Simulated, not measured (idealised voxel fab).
Module name: voxel gate over fins (process module)
This is section cut - it's 225 nm across, gridded in 5 nm square cells.
If you're reading a cross-section in this doc, picture square cells in a grid; it comes to you as bands, top ones listed first down to the bottom, and a band can be one or more rows of cells.
Top, bottom (nm), then materials left to right with widths (nm); lone material tagged "all across" fills the whole band edge to edge; "blank" = empty space.
A quick word on heights: they are counted from 0, and under that level the wafer as it came to us is one material throughout. The lowest band is different from the rest in having no bottom; it simply continues downward, written as in "z 0 and below".
Top row gets the first number, bottom row gets the second, and each row in between changes by the same step: that is how a band width like "30 to 40" works.
You'll sometimes find "nothing changed" written for a step, and that's the way of saying that nowhere in the cross-section did a cell change during that step.
Listed in "Closed void list": every empty space of 8 or more cells without an open way to the top. Form: width x height at distance, the distance being from the left edge, all in nm.
after a step's settings: what the simulator itself notes on the step
"overlay nm", when on a step's line for a step with a mask, measures how far to the right of its planned place the mask lay; a negative measure means to the left.
Process steps (planned)
- 1: RECEIVE (material Si)
- 2: CONFORMAL_DEP (material SiN; thk nm 5)
- 3: PATTERN (tone cover; mask id FINS; material resist; width nm 15; pitch nm 40; thk nm 15; overlay nm 0)
- 4: DIRECTIONAL_ETCH (etch materials SiN; depth nm 5)
- 5: DIRECTIONAL_ETCH (etch materials Si; depth nm 40)
- 6: STRIP (etch materials resist)
- 7: OXIDIZE (depth nm 5)
- 8: FILL_DEP (material SiO2; thk nm 10)
- 9: CMP (height nm 5)
- 10: SELECTIVE_ETCH (etch materials SiO2; depth nm 15)
- 11: STRIP (etch materials SiN)
- 12: CONFORMAL_DEP (material HfO2; thk nm 5)
- 13: CONFORMAL_DEP (material TiN; thk nm 5)
- 14: FILL_DEP (material W; thk nm 15)
- 15: CMP (height nm 10)
- 16: CONFORMAL_DEP (material SiCN; thk nm 5)
Keep in mind the plan's value for the height nm of step 15 comes from the first wafer; the wafers don't share that setting, but they do share the same starting point.
Incoming state of the first of several wafers in cross-section: after step 1
* z 0 and below = Si all across
* Closed void list: none
First wafer of several, cross-section, module end, after step 16 (last)
* z 15 to 10 = SiCN all across
* z 10 to 5 = 40 of W  25 of TiN  15 of W  25 of TiN  15 of W  25 of TiN  15 of W  25 of TiN  40 of W
* z 5 to 0 = 40 of W  5 of TiN  15 of HfO2  5 of TiN  15 of W  5 of TiN  15 of HfO2  5 of TiN  15 of W  5 of TiN  15 of HfO2  5 of TiN  15 of W  5 of TiN  15 of HfO2  5 of TiN  40 of W
* z 0 to -5 = 45 of TiN  5 of HfO2  5 of Si  5 of HfO2  25 of TiN  5 of HfO2  5 of Si  5 of HfO2  25 of TiN  5 of HfO2  5 of Si  5 of HfO2  25 of TiN  5 of HfO2  5 of Si  5 of HfO2  45 of TiN
* z -5 to -10 = 50 of HfO2  5 of Si  35 of HfO2  5 of Si  35 of HfO2  5 of Si  35 of HfO2  5 of Si  50 of HfO2
* z -10 to -45 = 50 of SiO2  5 of Si  35 of SiO2  5 of Si  35 of SiO2  5 of Si  35 of SiO2  5 of Si  50 of SiO2
* z -45 and below = Si all across
* Closed void list: none
Here's the last wafer cross-sectioned at the end of the module
* z 30 to 25 = SiCN all across
* z 25 to 10 = W all across
* z 10 to 5 = 40 of W  25 of TiN  15 of W  25 of TiN  15 of W  25 of TiN  15 of W  25 of TiN  40 of W
* z 5 to 0 = 40 of W  5 of TiN  15 of HfO2  5 of TiN  15 of W  5 of TiN  15 of HfO2  5 of TiN  15 of W  5 of TiN  15 of HfO2  5 of TiN  15 of W  5 of TiN  15 of HfO2  5 of TiN  40 of W
* z 0 to -5 = 45 of TiN  5 of HfO2  5 of Si  5 of HfO2  25 of TiN  5 of HfO2  5 of Si  5 of HfO2  25 of TiN  5 of HfO2  5 of Si  5 of HfO2  25 of TiN  5 of HfO2  5 of Si  5 of HfO2  45 of TiN
* z -5 to -10 = 50 of HfO2  5 of Si  35 of HfO2  5 of Si  35 of HfO2  5 of Si  35 of HfO2  5 of Si  50 of HfO2
* z -10 to -45 = 50 of SiO2  5 of Si  35 of SiO2  5 of Si  35 of SiO2  5 of Si  35 of SiO2  5 of Si  50 of SiO2
* z -45 and below = Si all across
* Closed void list: none
Each wafer at the end: cells of each material gained (+) or lost (-) since it was received, then its closed voids
height nm 10 | +61 HfO2 | -369 Si | +45 SiCN | +287 SiO2 | +61 TiN | +50 W | Closed void list: none
height nm 15 | +61 HfO2 | -369 Si | +45 SiCN | +287 SiO2 | +61 TiN | +95 W | Closed void list: none
height nm 20 | +61 HfO2 | -369 Si | +45 SiCN | +287 SiO2 | +61 TiN | +140 W | Closed void list: none
height nm 25 | +61 HfO2 | -369 Si | +45 SiCN | +287 SiO2 | +61 TiN | +185 W | Closed void list: none
